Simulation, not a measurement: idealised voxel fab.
process module | voxel wiring stack
cross-section cut | 195 nm wide | cells 5 nm
A cross-section is a grid of square cells, given in bands from the top down. A band is one or more rows of cells.
Each band's line starts with the height of the band's top and of its bottom, in nm. Then come its materials from left to right, each with its width in nm. One material with "throughout" fills the band from edge to edge. "air" is empty space.
Height 0 is the level under which the wafer as received is all one material. The lowest band goes on downwards, as in "0 down".
A width such as "30 to 40" changes by the same amount from each row of cells to the next, from the band's top row to its bottom row.
"no change" after a step means that no cell of the cross-section changed.
closed voids: empty space of 8 cells or more with no open way to the top, each as width x height at its distance from the left edge, in nm
after a step's settings: what the simulator itself notes on the step
overlay nm, on a step with a mask: how far to the right of its planned place the mask lay; to the left if negative
plan
1 op RECEIVE | material Si
2 op CONFORMAL_DEP | material SiO2 | thk nm 15
3 op DIRECTIONAL_DEP | material TiN | thk nm 5
4 op DIRECTIONAL_DEP | material W | thk nm 15
5 op MASKED_ETCH | tone cover | mask id METAL_1 | width nm 30 | pitch nm 50 | etch materials W | depth nm 15 | overlay nm 0
6 op MASKED_ETCH | tone cover | mask id METAL_1 | width nm 30 | pitch nm 50 | etch materials TiN | depth nm 5 | overlay nm 0
7 op CONFORMAL_DEP | material SiN | thk nm 5
8 op FILL_DEP | material SiO2 | thk nm 5
9 op CMP | height nm 35
10 op CONFORMAL_DEP | material SiCN | thk nm 5
11 op DIRECTIONAL_DEP | material SiO2 | thk nm 10
12 op MASKED_ETCH | tone open | mask id PLUG_1 | width nm 15 | pitch nm 50 | etch materials SiO2 | depth nm 10 | overlay nm 0
13 op MASKED_ETCH | tone open | mask id PLUG_1 | width nm 15 | pitch nm 50 | etch materials SiCN | depth nm 5 | overlay nm 0
14 op EPI | material Ru | thk nm 10
15 op EPI | material Ru | thk nm 5
16 op CONFORMAL_DEP | material SiN | thk nm 5
17 op DIRECTIONAL_DEP | material lowk | thk nm 20
18 op DIRECTIONAL_DEP | material aC | thk nm 15
19 op PATTERN | tone open | mask id METAL_2 | material resist | width nm 30 | pitch nm 50 | thk nm 35 | overlay nm 0
20 op DIRECTIONAL_ETCH | etch materials aC | depth nm 15
21 op STRIP | etch materials resist
22 op DIRECTIONAL_ETCH | etch materials lowk | depth nm 20
23 op DIRECTIONAL_ETCH | etch materials SiN | depth nm 5
24 op STRIP | etch materials aC
25 op CONFORMAL_DEP | material TiN | thk nm 5
26 op FILL_DEP | material Cu | thk nm 10
27 op CMP | height nm 75
28 op EPI | material Ru | thk nm 5
29 op FILL_DEP | material SiCN | thk nm 5
first wafer, as planned
as received, after step 1
  0 down: Si throughout
  closed voids: none
after step 2
  15 to 0: SiO2 throughout
  below 0: unchanged
after step 3
  20 to 15: TiN throughout
  below 15: unchanged
after step 4
  35 to 20: W throughout
  below 20: unchanged
after step 5
  35 to 20: air 30 | W 30 | air 20 | W 30 | air 20 | W 30 | air 35
  below 20: unchanged
after step 6
  35 to 20: air 30 | W 30 | air 20 | W 30 | air 20 | W 30 | air 35
  20 to 15: air 30 | TiN 30 | air 20 | TiN 30 | air 20 | TiN 30 | air 35
  below 15: unchanged
after step 7
  40 to 35: air 25 | SiN 40 | air 10 | SiN 40 | air 10 | SiN 40 | air 30
  35 to 20: air 25 | SiN 5 | W 30 | SiN 5 | air 10 | SiN 5 | W 30 | SiN 5 | air 10 | SiN 5 | W 30 | SiN 5 | air 30
  20 to 15: SiN 30 | TiN 30 | SiN 20 | TiN 30 | SiN 20 | TiN 30 | SiN 35
  below 15: unchanged
after step 8
  45 to 40: SiO2 throughout
  40 to 35: SiO2 25 | SiN 40 | SiO2 10 | SiN 40 | SiO2 10 | SiN 40 | SiO2 30
  35 to 20: SiO2 25 | SiN 5 | W 30 | SiN 5 | SiO2 10 | SiN 5 | W 30 | SiN 5 | SiO2 10 | SiN 5 | W 30 | SiN 5 | SiO2 30
  below 20: unchanged
after step 9
  35 to 20: SiO2 25 | SiN 5 | W 30 | SiN 5 | SiO2 10 | SiN 5 | W 30 | SiN 5 | SiO2 10 | SiN 5 | W 30 | SiN 5 | SiO2 30
  below 20: unchanged
after step 10
  40 to 35: SiCN throughout
  below 35: unchanged
after step 11
  50 to 40: SiO2 throughout
  below 40: unchanged
after step 12
  50 to 40: SiO2 30 | air 15 | SiO2 35 | air 15 | SiO2 35 | air 15 | SiO2 50
  below 40: unchanged
after step 13
  50 to 40: SiO2 30 | air 15 | SiO2 35 | air 15 | SiO2 35 | air 15 | SiO2 50
  40 to 35: SiCN 30 | air 15 | SiCN 35 | air 15 | SiCN 35 | air 15 | SiCN 50
  below 35: unchanged
after step 14
  50 to 45: SiO2 30 | air 15 | SiO2 35 | air 15 | SiO2 35 | air 15 | SiO2 50
  45 to 40: SiO2 30 | Ru 15 | SiO2 35 | Ru 15 | SiO2 35 | Ru 15 | SiO2 50
  40 to 35: SiCN 30 | Ru 15 | SiCN 35 | Ru 15 | SiCN 35 | Ru 15 | SiCN 50
  below 35: unchanged
after step 15
  50 to 40: SiO2 30 | Ru 15 | SiO2 35 | Ru 15 | SiO2 35 | Ru 15 | SiO2 50
  below 40: unchanged
after step 16
  55 to 50: SiN throughout
  below 50: unchanged
after step 17
  75 to 55: lowk throughout
  below 55: unchanged
after step 18
  90 to 75: aC throughout
  below 75: unchanged
after step 19
  125 to 90: resist 30 | air 30 | resist 20 | air 30 | resist 20 | air 30 | resist 35
  below 90: unchanged
after step 20
  110 to 90: resist 30 | air 30 | resist 20 | air 30 | resist 20 | air 30 | resist 35
  90 to 75: aC 30 | air 30 | aC 20 | air 30 | aC 20 | air 30 | aC 35
  below 75: unchanged
after step 21
  90 to 75: aC 30 | air 30 | aC 20 | air 30 | aC 20 | air 30 | aC 35
  below 75: unchanged
after step 22
  90 to 75: aC 30 | air 30 | aC 20 | air 30 | aC 20 | air 30 | aC 35
  75 to 55: lowk 30 | air 30 | lowk 20 | air 30 | lowk 20 | air 30 | lowk 35
  below 55: unchanged
after step 23
  90 to 75: aC 30 | air 30 | aC 20 | air 30 | aC 20 | air 30 | aC 35
  75 to 55: lowk 30 | air 30 | lowk 20 | air 30 | lowk 20 | air 30 | lowk 35
  55 to 50: SiN 30 | air 30 | SiN 20 | air 30 | SiN 20 | air 30 | SiN 35
  below 50: unchanged
after step 24
  75 to 55: lowk 30 | air 30 | lowk 20 | air 30 | lowk 20 | air 30 | lowk 35
  below 55: unchanged
after step 25
  80 to 75: TiN 35 | air 20 | TiN 30 | air 20 | TiN 30 | air 20 | TiN 40
  75 to 55: lowk 30 | TiN 5 | air 20 | TiN 5 | lowk 20 | TiN 5 | air 20 | TiN 5 | lowk 20 | TiN 5 | air 20 | TiN 5 | lowk 35
  55 to 50: SiN 30 | TiN 30 | SiN 20 | TiN 30 | SiN 20 | TiN 30 | SiN 35
  below 50: unchanged
after step 26
  90 to 80: Cu throughout
  80 to 75: TiN 35 | Cu 20 | TiN 30 | Cu 20 | TiN 30 | Cu 20 | TiN 40
  75 to 55: lowk 30 | TiN 5 | Cu 20 | TiN 5 | lowk 20 | TiN 5 | Cu 20 | TiN 5 | lowk 20 | TiN 5 | Cu 20 | TiN 5 | lowk 35
  below 55: unchanged
after step 27
  75 to 55: lowk 30 | TiN 5 | Cu 20 | TiN 5 | lowk 20 | TiN 5 | Cu 20 | TiN 5 | lowk 20 | TiN 5 | Cu 20 | TiN 5 | lowk 35
  below 55: unchanged
after step 28
  80 to 75: air 25 | Ru 40 | air 10 | Ru 40 | air 10 | Ru 40 | air 30
  below 75: unchanged
after step 29
  85 to 80: SiCN throughout
  80 to 75: SiCN 25 | Ru 40 | SiCN 10 | Ru 40 | SiCN 10 | Ru 40 | SiCN 30
  below 75: unchanged
second wafer: like start, like plan, one mistake. Through step 4 it matches the first wafer
when step 5 should have ended
  35 to 20: air 35 | W 25 | air 25 | W 25 | air 25 | W 25 | air 35
  below 20: unchanged
when step 6 should have ended
  35 to 20: air 35 | W 25 | air 25 | W 25 | air 25 | W 25 | air 35
  20 to 15: air 30 | TiN 30 | air 20 | TiN 30 | air 20 | TiN 30 | air 35
  below 15: unchanged
when step 7 should have ended
  40 to 35: air 30 | SiN 35 | air 15 | SiN 35 | air 15 | SiN 35 | air 30
  35 to 25: air 30 | SiN 5 | W 25 | SiN 5 | air 15 | SiN 5 | W 25 | SiN 5 | air 15 | SiN 5 | W 25 | SiN 5 | air 30
  25 to 20: air 25 | SiN 10 | W 25 | SiN 5 | air 10 | SiN 10 | W 25 | SiN 5 | air 10 | SiN 10 | W 25 | SiN 5 | air 30
  20 to 15: SiN 30 | TiN 30 | SiN 20 | TiN 30 | SiN 20 | TiN 30 | SiN 35
  below 15: unchanged
when step 8 should have ended
  45 to 40: SiO2 throughout
  40 to 35: SiO2 30 | SiN 35 | SiO2 15 | SiN 35 | SiO2 15 | SiN 35 | SiO2 30
  35 to 25: SiO2 30 | SiN 5 | W 25 | SiN 5 | SiO2 15 | SiN 5 | W 25 | SiN 5 | SiO2 15 | SiN 5 | W 25 | SiN 5 | SiO2 30
  25 to 20: SiO2 25 | SiN 10 | W 25 | SiN 5 | SiO2 10 | SiN 10 | W 25 | SiN 5 | SiO2 10 | SiN 10 | W 25 | SiN 5 | SiO2 30
  below 20: unchanged
when step 9 should have ended
  35 to 25: SiO2 30 | SiN 5 | W 25 | SiN 5 | SiO2 15 | SiN 5 | W 25 | SiN 5 | SiO2 15 | SiN 5 | W 25 | SiN 5 | SiO2 30
  below 25: unchanged
when step 10 should have ended
  40 to 35: SiCN throughout
  below 35: unchanged
when step 11 should have ended
  50 to 40: SiO2 throughout
  below 40: unchanged
when step 12 should have ended
  50 to 40: SiO2 30 | air 15 | SiO2 35 | air 15 | SiO2 35 | air 15 | SiO2 50
  below 40: unchanged
when step 13 should have ended
  50 to 40: SiO2 30 | air 15 | SiO2 35 | air 15 | SiO2 35 | air 15 | SiO2 50
  40 to 35: SiCN 30 | air 15 | SiCN 35 | air 15 | SiCN 35 | air 15 | SiCN 50
  below 35: unchanged
when step 14 should have ended
  50 to 45: SiO2 30 | air 15 | SiO2 35 | air 15 | SiO2 35 | air 15 | SiO2 50
  45 to 40: SiO2 30 | Ru 15 | SiO2 35 | Ru 15 | SiO2 35 | Ru 15 | SiO2 50
  40 to 35: SiCN 30 | Ru 15 | SiCN 35 | Ru 15 | SiCN 35 | Ru 15 | SiCN 50
  below 35: unchanged
when step 15 should have ended
  50 to 40: SiO2 30 | Ru 15 | SiO2 35 | Ru 15 | SiO2 35 | Ru 15 | SiO2 50
  below 40: unchanged
when step 16 should have ended
  55 to 50: SiN throughout
  below 50: unchanged
when step 17 should have ended
  75 to 55: lowk throughout
  below 55: unchanged
when step 18 should have ended
  90 to 75: aC throughout
  below 75: unchanged
when step 19 should have ended
  125 to 90: resist 30 | air 30 | resist 20 | air 30 | resist 20 | air 30 | resist 35
  below 90: unchanged
when step 20 should have ended
  110 to 90: resist 30 | air 30 | resist 20 | air 30 | resist 20 | air 30 | resist 35
  90 to 75: aC 30 | air 30 | aC 20 | air 30 | aC 20 | air 30 | aC 35
  below 75: unchanged
when step 21 should have ended
  90 to 75: aC 30 | air 30 | aC 20 | air 30 | aC 20 | air 30 | aC 35
  below 75: unchanged
when step 22 should have ended
  90 to 75: aC 30 | air 30 | aC 20 | air 30 | aC 20 | air 30 | aC 35
  75 to 55: lowk 30 | air 30 | lowk 20 | air 30 | lowk 20 | air 30 | lowk 35
  below 55: unchanged
when step 23 should have ended
  90 to 75: aC 30 | air 30 | aC 20 | air 30 | aC 20 | air 30 | aC 35
  75 to 55: lowk 30 | air 30 | lowk 20 | air 30 | lowk 20 | air 30 | lowk 35
  55 to 50: SiN 30 | air 30 | SiN 20 | air 30 | SiN 20 | air 30 | SiN 35
  below 50: unchanged
when step 24 should have ended
  75 to 55: lowk 30 | air 30 | lowk 20 | air 30 | lowk 20 | air 30 | lowk 35
  below 55: unchanged
when step 25 should have ended
  80 to 75: TiN 35 | air 20 | TiN 30 | air 20 | TiN 30 | air 20 | TiN 40
  75 to 55: lowk 30 | TiN 5 | air 20 | TiN 5 | lowk 20 | TiN 5 | air 20 | TiN 5 | lowk 20 | TiN 5 | air 20 | TiN 5 | lowk 35
  55 to 50: SiN 30 | TiN 30 | SiN 20 | TiN 30 | SiN 20 | TiN 30 | SiN 35
  below 50: unchanged
when step 26 should have ended
  90 to 80: Cu throughout
  80 to 75: TiN 35 | Cu 20 | TiN 30 | Cu 20 | TiN 30 | Cu 20 | TiN 40
  75 to 55: lowk 30 | TiN 5 | Cu 20 | TiN 5 | lowk 20 | TiN 5 | Cu 20 | TiN 5 | lowk 20 | TiN 5 | Cu 20 | TiN 5 | lowk 35
  below 55: unchanged
when step 27 should have ended
  75 to 55: lowk 30 | TiN 5 | Cu 20 | TiN 5 | lowk 20 | TiN 5 | Cu 20 | TiN 5 | lowk 20 | TiN 5 | Cu 20 | TiN 5 | lowk 35
  below 55: unchanged
when step 28 should have ended
  80 to 75: air 25 | Ru 40 | air 10 | Ru 40 | air 10 | Ru 40 | air 30
  below 75: unchanged
when step 29 should have ended
  85 to 80: SiCN throughout
  80 to 75: SiCN 25 | Ru 40 | SiCN 10 | Ru 40 | SiCN 10 | Ru 40 | SiCN 30
  below 75: unchanged
what went wrong: step 5 ran as: op MASKED_ETCH | tone cover | mask id METAL_1 | width nm 25 | pitch nm 50 | etch materials W | depth nm 15 | overlay nm 0
at the end the second wafer has, in cells: 3 more of SiN | 6 more of SiO2 | 9 fewer of W
